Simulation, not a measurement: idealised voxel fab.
process module | voxel local oxidation
cross-section cut | 250 nm wide | cells 5 nm
A cross-section is a grid of square cells, given in bands from the top down. A band is one or more rows of cells.
Each band's line starts with the height of the band's top and of its bottom, in nm. Then come its materials from left to right, each with its width in nm. One material with "throughout" fills the band from edge to edge. "air" is empty space.
Height 0 is the level under which the wafer as received is all one material. The lowest band goes on downwards, as in "0 down".
A width such as "30 to 40" changes by the same amount from each row of cells to the next, from the band's top row to its bottom row.
"no change" after a step means that no cell of the cross-section changed.
closed voids: empty space of 8 cells or more with no open way to the top, each as width x height at its distance from the left edge, in nm
after a step's settings: what the simulator itself notes on the step
overlay nm, on a step with a mask: how far to the right of its planned place the mask lay; to the left if negative
plan
1 op RECEIVE | material Si
2 op OXIDIZE | depth nm 5
3 op CONFORMAL_DEP | material SiN | thk nm 10
4 op PATTERN | tone cover | mask id ACTIVE | material resist | width nm 120 | thk nm 15 | overlay nm -15
5 op DIRECTIONAL_ETCH | etch materials SiN | depth nm 10
6 op STRIP | etch materials resist
7 op SELECTIVE_ETCH | etch materials SiO2 | depth nm 5
8 op OXIDIZE | depth nm 15
9 op STRIP | etch materials SiN
varied across the wafers: overlay nm of step 4. The plan shows the first wafer's value. All wafers start alike
first wafer as received, after step 1
  0 down: Si throughout
  closed voids: none
each wafer at the end: cells of each material gained (+) or lost (-) since it was received, then its closed voids
overlay nm -15 | -152 Si | +124 SiO2 | closed voids: none
overlay nm -10 | -152 Si | +124 SiO2 | closed voids: none
overlay nm -5 | -152 Si | +124 SiO2 | closed voids: none
overlay nm 0 | -152 Si | +124 SiO2 | closed voids: none
overlay nm 5 | -152 Si | +124 SiO2 | closed voids: none
overlay nm 10 | -152 Si | +124 SiO2 | closed voids: none
overlay nm 15 | -152 Si | +124 SiO2 | closed voids: none
